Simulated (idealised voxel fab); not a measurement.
The process module presented herein is designated voxel transistor to metal.
The figure presents cross-section cut, which has a width of 300 nm and is divided into square cells with an edge length of 5 nm.
Just so we're on the same page, the cross-sections are grids of square cells, and they're listed out in bands top to bottom, each band one or more rows deep. Heights first: top, then bottom, in nm. Then materials, left to right, each with a width in nm. "full width" on a single material: fills the band edge to edge. "air": empty space. Heights are reckoned from 0. Under this level, the received wafer is all of one material. The bottommost band is open-ended downward, for example "z 0 and below". When a width is written as two numbers, as in "30 to 40", the first number is the width in the top row of cells of the band and the second is the width in its bottom row, and the width changes by the same amount from each row to the next. It should be understood that the words "everything unchanged", when stated for a given step, signify that the cross-section underwent no change in any of its cells during that step. Closed void table: empty space of 8 cells or more with no open way to the top, each as width x height at its distance from the left edge, in nm. The remark found on a step's line after its settings is issued by the simulator itself and pertains to that step. You can add "overlay nm" to a step's line. For a step with a mask, it describes how far the mask lay to the right of its planned position, and a negative number describes a lay to the left.
# Below is the list of planned process steps
1: RECEIVE, material Si
2: CONFORMAL_DEP, material SiO2, thk nm 5
3: CONFORMAL_DEP, material SiN, thk nm 10
4: PATTERN, tone cover, mask id ACTIVE, material resist, width nm 100, pitch nm 125, thk nm 20, overlay nm 0
5: DIRECTIONAL_ETCH, etch materials SiN, depth nm 10
6: DIRECTIONAL_ETCH, etch materials SiO2, depth nm 5
7: DIRECTIONAL_ETCH, etch materials Si, depth nm 20
8: STRIP, etch materials resist
9: FILL_DEP, material SiO2, thk nm 5
10: CMP, height nm 15
11: SELECTIVE_ETCH, etch materials SiO2, depth nm 5
12: STRIP, etch materials SiN
13: SELECTIVE_ETCH, etch materials SiO2, depth nm 5
14: OXIDIZE, depth nm 5
15: DIRECTIONAL_DEP, material polySi, thk nm 25
16: DIRECTIONAL_DEP, material SiCN, thk nm 10
17: PATTERN, tone cover, mask id GATE, material resist, width nm 20, pitch nm 125, thk nm 20, overlay nm 0
18: DIRECTIONAL_ETCH, etch materials SiCN, depth nm 20
19: DIRECTIONAL_ETCH, etch materials polySi, depth nm 35
20: STRIP, etch materials resist
21: CONFORMAL_DEP, material SiN, thk nm 10
22: DIRECTIONAL_ETCH, etch materials SiN, depth nm 10
23: DIRECTIONAL_ETCH, etch materials SiO2, depth nm 5
24: EPI, material nSi, thk nm 5
25: FILL_DEP, material SiO2, thk nm 5
26: CMP, height nm 35
27: DIRECTIONAL_DEP, material SiO2, thk nm 10
28: PATTERN, tone open, mask id CONTACT, material resist, width nm 25, thk nm 20, overlay nm 0
29: DIRECTIONAL_ETCH, etch materials SiO2, depth nm 45
30: STRIP, etch materials resist
31: CONFORMAL_DEP, material TiN, thk nm 5
32: FILL_DEP, material W, thk nm 5
33: CMP, height nm 45
34: DIRECTIONAL_DEP, material TiN, thk nm 5
35: DIRECTIONAL_DEP, material Ru, thk nm 25
36: MASKED_ETCH, tone cover, mask id METAL_1, width nm 15, etch materials Ru, depth nm 25, overlay nm 0
37: MASKED_ETCH, tone cover, mask id METAL_1, width nm 15, etch materials TiN, depth nm 5, overlay nm 0
38: FILL_DEP, material SiO2, thk nm 5
39: CMP, height nm 75
40: CONFORMAL_DEP, material SiN, thk nm 5
# Here's what the wafer looked like in cross-section when it arrived - that's after step 1
    z 0 and below | Si full width
    Closed void table: none
# Cross-section taken at module completion on the first of two wafers; processed per the plan
    z 80 to 75 | SiN full width
    z 75 to 50 | SiO2 (45) / Ru (15) / SiO2 (50) / Ru (15) / SiO2 (45) / Ru (15) / SiO2 (50) / Ru (15) / SiO2 (50)
    z 50 to 45 | SiO2 (45) / TiN (15) / SiO2 (50) / TiN (15) / SiO2 (45) / TiN (15) / SiO2 (50) / TiN (15) / SiO2 (50)
    z 45 to 35 | SiO2 (45) / TiN (5) / W (15 to 10) / TiN (5 to 10) / SiO2 (30) / TiN (5 to 10) / W (15 to 10) / TiN (5) / SiO2 (45) / TiN (5) / W (15 to 10) / TiN (5 to 10) / SiO2 (30) / TiN (5 to 10) / W (15 to 10) / TiN (5) / SiO2 (50)
    z 35 to 25 | SiO2 (45) / TiN (5) / W (10) / TiN (5) / SiN (10) / SiCN (20) / SiN (10) / TiN (5) / W (10) / TiN (5) / SiO2 (45) / TiN (5) / W (10) / TiN (5) / SiN (10) / SiCN (20) / SiN (10) / TiN (5) / W (10) / TiN (5) / SiO2 (50)
    z 25 to 5 | SiO2 (45) / TiN (5) / W (10) / TiN (5) / SiN (10) / polySi (20) / SiN (10) / TiN (5) / W (10) / TiN (5) / SiO2 (45) / TiN (5) / W (10) / TiN (5) / SiN (10) / polySi (20) / SiN (10) / TiN (5) / W (10) / TiN (5) / SiO2 (50)
    z 5 to 0 | SiO2 (30) / SiN (10) / SiO2 (5) / TiN (20) / SiN (10) / polySi (20) / SiN (10) / TiN (20) / SiO2 (5) / SiN (10) / SiO2 (15) / SiN (10) / SiO2 (5) / TiN (20) / SiN (10) / polySi (20) / SiN (10) / TiN (20) / SiO2 (5) / SiN (10) / SiO2 (35)
    z 0 to -5 | SiO2 (40) / nSi (25) / SiO2 (40) / nSi (25) / SiO2 (35) / nSi (25) / SiO2 (40) / nSi (25) / SiO2 (45)
    z -5 to -20 | SiO2 (35) / Si (100) / SiO2 (25) / Si (100) / SiO2 (40)
    z -20 and below | Si full width
    Closed void table: none
# Wafer two, end of module, cross-section. Same start, same plan as wafer one. One mistake in the run
    z 80 to 75 | SiN full width
    z 75 to 50 | SiO2 (45) / Ru (15) / SiO2 (50) / Ru (15) / SiO2 (45) / Ru (15) / SiO2 (50) / Ru (15) / SiO2 (50)
    z 50 to 45 | SiO2 (45) / TiN (15) / SiO2 (50) / TiN (15) / SiO2 (45) / TiN (15) / SiO2 (50) / TiN (15) / SiO2 (50)
    z 45 to 35 | SiO2 (45) / TiN (5) / W (15 to 10) / TiN (5 to 10) / SiO2 (30) / TiN (5 to 10) / W (15 to 10) / TiN (5) / SiO2 (45) / TiN (5) / W (15 to 10) / TiN (5 to 10) / SiO2 (30) / TiN (5 to 10) / W (15 to 10) / TiN (5) / SiO2 (50)
    z 35 to 25 | SiO2 (45) / TiN (5) / W (10) / TiN (5) / SiN (10) / SiCN (20) / SiN (10) / TiN (5) / W (10) / TiN (5) / SiO2 (45) / TiN (5) / W (10) / TiN (5) / SiN (10) / SiCN (20) / SiN (10) / TiN (5) / W (10) / TiN (5) / SiO2 (50)
    z 25 to 5 | SiO2 (45) / TiN (5) / W (10) / TiN (5) / SiN (10) / polySi (20) / SiN (10) / TiN (5) / W (10) / TiN (5) / SiO2 (45) / TiN (5) / W (10) / TiN (5) / SiN (10) / polySi (20) / SiN (10) / TiN (5) / W (10) / TiN (5) / SiO2 (50)
    z 5 to 0 | SiO2 (25) / SiN (10) / SiO2 (10) / TiN (20) / SiN (10) / polySi (20) / SiN (10) / TiN (20) / SiO2 (10) / SiN (10) / SiO2 (5) / SiN (10) / SiO2 (10) / TiN (20) / SiN (10) / polySi (20) / SiN (10) / TiN (20) / SiO2 (10) / SiN (10) / SiO2 (30)
    z 0 to -5 | SiO2 (25) / SiN (10) / nSi (30) / SiO2 (40) / nSi (30) / SiN (10) / SiO2 (5) / SiN (10) / nSi (30) / SiO2 (40) / nSi (30) / SiN (10) / SiO2 (30)
    z -5 to -10 | SiO2 (40) / Si (90) / SiO2 (35) / Si (90) / SiO2 (45)
    z -10 to -20 | SiO2 (35) / Si (100) / SiO2 (25) / Si (100) / SiO2 (40)
    z -20 and below | Si full width
    Closed void table: none
Plan not followed: so 11 and 12 got swapped relative to the plan, each ran where the other was supposed to
Wafer comparison, final, in cells, second relative to first, materials more or fewer: 4 fewer of Si; 8 more of SiN; 8 fewer of SiO2; 4 more of nSi
